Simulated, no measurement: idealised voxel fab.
The process module that follows is named voxel self aligned contacts.
Shown is cross-section cut, with a width of 205 nm and square cells of size 5 nm.
Think of the cross-section as a grid of square cells. We describe it in bands, top to bottom, and each band covers one or more rows of those cells.
Heights first: top, then bottom, in nm. Then materials, left to right, each with a width in nm. "throughout" on a single material: fills the band edge to edge. "blank": empty space.
Height reference: 0 = level under which incoming wafer is all one material. Lowest band: no bottom, runs on downward, e.g. "0 and below".
A two-number width, for instance "30->40", indicates that the width is equal to the first number in the top row of the band and to the second number in the bottom row, and that it changes by a constant amount per row of cells.
"identical to before" -> step changed no cross-section cell.
This entry, "Trapped cavities", enumerates those empty regions of no fewer than 8 cells that possess no open connection to the top. Each region is reported in the form width x height at distance, the distance being taken from the left edge, with all three quantities expressed in nm.
Formally, on a step line, whatever follows the settings is a remark that the simulator itself makes on the step.
What "overlay nm" on a step's line means: if the step has a mask, that mask lay this far to the right of its planned place, or, when the value is negative, to the left.
### Below is the list of planned process steps
| 1 | RECEIVE, material Si |
| 2 | OXIDIZE, depth nm 5 |
| 3 | DIRECTIONAL_DEP, material polySi, thk nm 20 |
| 4 | DIRECTIONAL_DEP, material SiN, thk nm 20 |
| 5 | PATTERN, tone cover, mask id GATE, material resist, width nm 35, pitch nm 65, thk nm 20, overlay nm 0 |
| 6 | DIRECTIONAL_ETCH, etch materials SiN, depth nm 20 |
| 7 | DIRECTIONAL_ETCH, etch materials polySi, depth nm 20 |
| 8 | STRIP, etch materials resist |
| 9 | CONFORMAL_DEP, material SiN, thk nm 5 |
| 10 | DIRECTIONAL_ETCH, etch materials SiN, depth nm 5 |
| 11 | FILL_DEP, material SiO2, thk nm 15 |
| 12 | CMP, height nm 50 |
| 13 | PATTERN, tone open, mask id CONTACT, material resist, width nm 40, pitch nm 65, thk nm 15, overlay nm 0 |
| 14 | DIRECTIONAL_ETCH, etch materials SiO2, depth nm 55 |
| 15 | STRIP, etch materials resist |
| 16 | CONFORMAL_DEP, material TiN, thk nm 5 |
| 17 | FILL_DEP, material W, thk nm 5 |
| 18 | CMP, height nm 50 |
| 19 | CONFORMAL_DEP, material SiN, thk nm 5 |
### What follows covers the first of two wafers; it ran as planned
### Incoming wafer, cross-sectional view, post step 1
	0 and below = Si throughout
	Trapped cavities: none
### Wafer section view after processing step 2
	0 down to -5 = SiO2 throughout
	Nothing below the height -5 has changed.
### Wafer section view after processing step 3
	20 down to 0 = polySi throughout
	Nothing below the height 0 has changed.
### Wafer section view after processing step 4
	40 down to 20 = SiN throughout
	Nothing below the height 20 has changed.
### Wafer section view after processing step 5
	60 down to 40 = 20 of blank, then 35 of resist, then 30 of blank, then 35 of resist, then 30 of blank, then 35 of resist, then 20 of blank
	Nothing below the height 40 has changed.
### Wafer section view after processing step 6
	60 down to 40 = 20 of blank, then 35 of resist, then 30 of blank, then 35 of resist, then 30 of blank, then 35 of resist, then 20 of blank
	40 down to 20 = 20 of blank, then 35 of SiN, then 30 of blank, then 35 of SiN, then 30 of blank, then 35 of SiN, then 20 of blank
	Nothing below the height 20 has changed.
### Wafer section view after processing step 7
	60 down to 40 = 20 of blank, then 35 of resist, then 30 of blank, then 35 of resist, then 30 of blank, then 35 of resist, then 20 of blank
	40 down to 20 = 20 of blank, then 35 of SiN, then 30 of blank, then 35 of SiN, then 30 of blank, then 35 of SiN, then 20 of blank
	20 down to 0 = 20 of blank, then 35 of polySi, then 30 of blank, then 35 of polySi, then 30 of blank, then 35 of polySi, then 20 of blank
	Nothing below the height 0 has changed.
### Wafer section view after processing step 8
	40 down to 20 = 20 of blank, then 35 of SiN, then 30 of blank, then 35 of SiN, then 30 of blank, then 35 of SiN, then 20 of blank
	Nothing below the height 20 has changed.
### Wafer section view after processing step 9
	45 down to 20 = 15 of blank, then 45 of SiN, then 20 of blank, then 45 of SiN, then 20 of blank, then 45 of SiN, then 15 of blank
	20 down to 5 = 15 of blank, then 5 of SiN, then 35 of polySi, then 5 of SiN, then 20 of blank, then 5 of SiN, then 35 of polySi, then 5 of SiN, then 20 of blank, then 5 of SiN, then 35 of polySi, then 5 of SiN, then 15 of blank
	5 down to 0 = 20 of SiN, then 35 of polySi, then 30 of SiN, then 35 of polySi, then 30 of SiN, then 35 of polySi, then 20 of SiN
	Nothing below the height 0 has changed.
### Wafer section view after processing step 10
	40 down to 20 = 15 of blank, then 45 of SiN, then 20 of blank, then 45 of SiN, then 20 of blank, then 45 of SiN, then 15 of blank
	20 down to 0 = 15 of blank, then 5 of SiN, then 35 of polySi, then 5 of SiN, then 20 of blank, then 5 of SiN, then 35 of polySi, then 5 of SiN, then 20 of blank, then 5 of SiN, then 35 of polySi, then 5 of SiN, then 15 of blank
	Nothing below the height 0 has changed.
### Wafer section view after processing step 11
	55 down to 40 = SiO2 throughout
	40 down to 20 = 15 of SiO2, then 45 of SiN, then 20 of SiO2, then 45 of SiN, then 20 of SiO2, then 45 of SiN, then 15 of SiO2
	20 down to 0 = 15 of SiO2, then 5 of SiN, then 35 of polySi, then 5 of SiN, then 20 of SiO2, then 5 of SiN, then 35 of polySi, then 5 of SiN, then 20 of SiO2, then 5 of SiN, then 35 of polySi, then 5 of SiN, then 15 of SiO2
	Nothing below the height 0 has changed.
### Wafer section view after processing step 12
	50 down to 40 = SiO2 throughout
	Nothing below the height 40 has changed.
### Wafer section view after processing step 13
	65 down to 50 = 50 of resist, then 40 of blank, then 25 of resist, then 40 of blank, then 50 of resist
	Nothing below the height 50 has changed.
### Wafer section view after processing step 14
	65 down to 50 = 50 of resist, then 40 of blank, then 25 of resist, then 40 of blank, then 50 of resist
	50 down to 40 = 50 of SiO2, then 40 of blank, then 25 of SiO2, then 40 of blank, then 50 of SiO2
	40 down to 20 = 15 of SiO2, then 45 of SiN, then 20 of blank, then 45 of SiN, then 20 of blank, then 45 of SiN, then 15 of SiO2
	20 down to 0 = 15 of SiO2, then 5 of SiN, then 35 of polySi, then 5 of SiN, then 20 of blank, then 5 of SiN, then 35 of polySi, then 5 of SiN, then 20 of blank, then 5 of SiN, then 35 of polySi, then 5 of SiN, then 15 of SiO2
	0 down to -5 = 60 of SiO2, then 20 of blank, then 45 of SiO2, then 20 of blank, then 60 of SiO2
	Nothing below the height -5 has changed.
### Wafer section view after processing step 15
	50 down to 40 = 50 of SiO2, then 40 of blank, then 25 of SiO2, then 40 of blank, then 50 of SiO2
	Nothing below the height 40 has changed.
### Wafer section view after processing step 16
	55 down to 50 = 55 of TiN, then 30 of blank, then 35 of TiN, then 30 of blank, then 55 of TiN
	50 down to 40 = 50 of SiO2, then 5->15 of TiN, then 30->10 of blank, then 5->15 of TiN, then 25 of SiO2, then 5->15 of TiN, then 30->10 of blank, then 5->15 of TiN, then 50 of SiO2
	40 down to 20 = 15 of SiO2, then 45 of SiN, then 5 of TiN, then 10 of blank, then 5 of TiN, then 45 of SiN, then 5 of TiN, then 10 of blank, then 5 of TiN, then 45 of SiN, then 15 of SiO2
	20 down to 0 = 15 of SiO2, then 5 of SiN, then 35 of polySi, then 5 of SiN, then 5 of TiN, then 10 of blank, then 5 of TiN, then 5 of SiN, then 35 of polySi, then 5 of SiN, then 5 of TiN, then 10 of blank, then 5 of TiN, then 5 of SiN, then 35 of polySi, then 5 of SiN, then 15 of SiO2
	0 down to -5 = 60 of SiO2, then 20 of TiN, then 45 of SiO2, then 20 of TiN, then 60 of SiO2
	Nothing below the height -5 has changed.
### Wafer section view after processing step 17
	60 down to 55 = W throughout
	55 down to 50 = 55 of TiN, then 30 of W, then 35 of TiN, then 30 of W, then 55 of TiN
	50 down to 40 = 50 of SiO2, then 5->15 of TiN, then 30->10 of W, then 5->15 of TiN, then 25 of SiO2, then 5->15 of TiN, then 30->10 of W, then 5->15 of TiN, then 50 of SiO2
	40 down to 20 = 15 of SiO2, then 45 of SiN, then 5 of TiN, then 10 of W, then 5 of TiN, then 45 of SiN, then 5 of TiN, then 10 of W, then 5 of TiN, then 45 of SiN, then 15 of SiO2
	20 down to 0 = 15 of SiO2, then 5 of SiN, then 35 of polySi, then 5 of SiN, then 5 of TiN, then 10 of W, then 5 of TiN, then 5 of SiN, then 35 of polySi, then 5 of SiN, then 5 of TiN, then 10 of W, then 5 of TiN, then 5 of SiN, then 35 of polySi, then 5 of SiN, then 15 of SiO2
	Nothing below the height 0 has changed.
### Wafer section view after processing step 18
	50 down to 40 = 50 of SiO2, then 5->15 of TiN, then 30->10 of W, then 5->15 of TiN, then 25 of SiO2, then 5->15 of TiN, then 30->10 of W, then 5->15 of TiN, then 50 of SiO2
	Nothing below the height 40 has changed.
### Wafer section view after processing step 19
	55 down to 50 = SiN throughout
	Nothing below the height 50 has changed.
### Wafer two. Identical start, identical plan. One mistake in execution. Identical history through step 2
### when step 3 should have ended
	40 down to 0 = polySi throughout
	Nothing below the height 0 has changed.
### when step 4 should have ended
	60 down to 40 = SiN throughout
	Nothing below the height 40 has changed.
### when step 5 should have ended
	80 down to 60 = 20 of blank, then 35 of resist, then 30 of blank, then 35 of resist, then 30 of blank, then 35 of resist, then 20 of blank
	Nothing below the height 60 has changed.
### when step 6 should have ended
	80 down to 60 = 20 of blank, then 35 of resist, then 30 of blank, then 35 of resist, then 30 of blank, then 35 of resist, then 20 of blank
	60 down to 40 = 20 of blank, then 35 of SiN, then 30 of blank, then 35 of SiN, then 30 of blank, then 35 of SiN, then 20 of blank
	Nothing below the height 40 has changed.
### when step 7 should have ended
	80 down to 60 = 20 of blank, then 35 of resist, then 30 of blank, then 35 of resist, then 30 of blank, then 35 of resist, then 20 of blank
	60 down to 40 = 20 of blank, then 35 of SiN, then 30 of blank, then 35 of SiN, then 30 of blank, then 35 of SiN, then 20 of blank
	40 down to 20 = 20 of blank, then 35 of polySi, then 30 of blank, then 35 of polySi, then 30 of blank, then 35 of polySi, then 20 of blank
	Nothing below the height 20 has changed.
### when step 8 should have ended
	60 down to 40 = 20 of blank, then 35 of SiN, then 30 of blank, then 35 of SiN, then 30 of blank, then 35 of SiN, then 20 of blank
	Nothing below the height 40 has changed.
### when step 9 should have ended
	65 down to 40 = 15 of blank, then 45 of SiN, then 20 of blank, then 45 of SiN, then 20 of blank, then 45 of SiN, then 15 of blank
	40 down to 25 = 15 of blank, then 5 of SiN, then 35 of polySi, then 5 of SiN, then 20 of blank, then 5 of SiN, then 35 of polySi, then 5 of SiN, then 20 of blank, then 5 of SiN, then 35 of polySi, then 5 of SiN, then 15 of blank
	25 down to 20 = 20 of SiN, then 35 of polySi, then 30 of SiN, then 35 of polySi, then 30 of SiN, then 35 of polySi, then 20 of SiN
	Nothing below the height 20 has changed.
### when step 10 should have ended
	60 down to 40 = 15 of blank, then 45 of SiN, then 20 of blank, then 45 of SiN, then 20 of blank, then 45 of SiN, then 15 of blank
	40 down to 20 = 15 of blank, then 5 of SiN, then 35 of polySi, then 5 of SiN, then 20 of blank, then 5 of SiN, then 35 of polySi, then 5 of SiN, then 20 of blank, then 5 of SiN, then 35 of polySi, then 5 of SiN, then 15 of blank
	Nothing below the height 20 has changed.
### when step 11 should have ended
	75 down to 60 = SiO2 throughout
	60 down to 40 = 15 of SiO2, then 45 of SiN, then 20 of SiO2, then 45 of SiN, then 20 of SiO2, then 45 of SiN, then 15 of SiO2
	40 down to 20 = 15 of SiO2, then 5 of SiN, then 35 of polySi, then 5 of SiN, then 20 of SiO2, then 5 of SiN, then 35 of polySi, then 5 of SiN, then 20 of SiO2, then 5 of SiN, then 35 of polySi, then 5 of SiN, then 15 of SiO2
	Nothing below the height 20 has changed.
### when step 12 should have ended
	50 down to 40 = 15 of SiO2, then 45 of SiN, then 20 of SiO2, then 45 of SiN, then 20 of SiO2, then 45 of SiN, then 15 of SiO2
	Nothing below the height 40 has changed.
### when step 13 should have ended
	65 down to 50 = 50 of resist, then 40 of blank, then 25 of resist, then 40 of blank, then 50 of resist
	Nothing below the height 50 has changed.
### when step 14 should have ended
	65 down to 50 = 50 of resist, then 40 of blank, then 25 of resist, then 40 of blank, then 50 of resist
	50 down to 40 = 15 of SiO2, then 45 of SiN, then 20 of blank, then 45 of SiN, then 20 of blank, then 45 of SiN, then 15 of SiO2
	40 down to 20 = 15 of SiO2, then 5 of SiN, then 35 of polySi, then 5 of SiN, then 20 of blank, then 5 of SiN, then 35 of polySi, then 5 of SiN, then 20 of blank, then 5 of SiN, then 35 of polySi, then 5 of SiN, then 15 of SiO2
	Nothing below the height 20 has changed.
### when step 15 should have ended
	50 down to 40 = 15 of SiO2, then 45 of SiN, then 20 of blank, then 45 of SiN, then 20 of blank, then 45 of SiN, then 15 of SiO2
	Nothing below the height 40 has changed.
### when step 16 should have ended
	55 down to 50 = 65 of TiN, then 10 of blank, then 55 of TiN, then 10 of blank, then 65 of TiN
	50 down to 40 = 15 of SiO2, then 45 of SiN, then 5 of TiN, then 10 of blank, then 5 of TiN, then 45 of SiN, then 5 of TiN, then 10 of blank, then 5 of TiN, then 45 of SiN, then 15 of SiO2
	40 down to 25 = 15 of SiO2, then 5 of SiN, then 35 of polySi, then 5 of SiN, then 5 of TiN, then 10 of blank, then 5 of TiN, then 5 of SiN, then 35 of polySi, then 5 of SiN, then 5 of TiN, then 10 of blank, then 5 of TiN, then 5 of SiN, then 35 of polySi, then 5 of SiN, then 15 of SiO2
	25 down to 20 = 15 of SiO2, then 5 of SiN, then 35 of polySi, then 5 of SiN, then 20 of TiN, then 5 of SiN, then 35 of polySi, then 5 of SiN, then 20 of TiN, then 5 of SiN, then 35 of polySi, then 5 of SiN, then 15 of SiO2
	Nothing below the height 20 has changed.
### when step 17 should have ended
	60 down to 55 = W throughout
	55 down to 50 = 65 of TiN, then 10 of W, then 55 of TiN, then 10 of W, then 65 of TiN
	50 down to 40 = 15 of SiO2, then 45 of SiN, then 5 of TiN, then 10 of W, then 5 of TiN, then 45 of SiN, then 5 of TiN, then 10 of W, then 5 of TiN, then 45 of SiN, then 15 of SiO2
	40 down to 25 = 15 of SiO2, then 5 of SiN, then 35 of polySi, then 5 of SiN, then 5 of TiN, then 10 of W, then 5 of TiN, then 5 of SiN, then 35 of polySi, then 5 of SiN, then 5 of TiN, then 10 of W, then 5 of TiN, then 5 of SiN, then 35 of polySi, then 5 of SiN, then 15 of SiO2
	Nothing below the height 25 has changed.
### when step 18 should have ended
	50 down to 40 = 15 of SiO2, then 45 of SiN, then 5 of TiN, then 10 of W, then 5 of TiN, then 45 of SiN, then 5 of TiN, then 10 of W, then 5 of TiN, then 45 of SiN, then 15 of SiO2
	Nothing below the height 40 has changed.
### when step 19 should have ended
	55 down to 50 = SiN throughout
	Nothing below the height 50 has changed.
What was done differently from what was planned? step 3 of the plan was performed twice
Final difference in cells, second wafer against first, listed per material as more or fewer: SiN: 54 fewer; SiO2: 54 fewer; TiN: 28 fewer; W: 28 fewer; polySi: 164 more
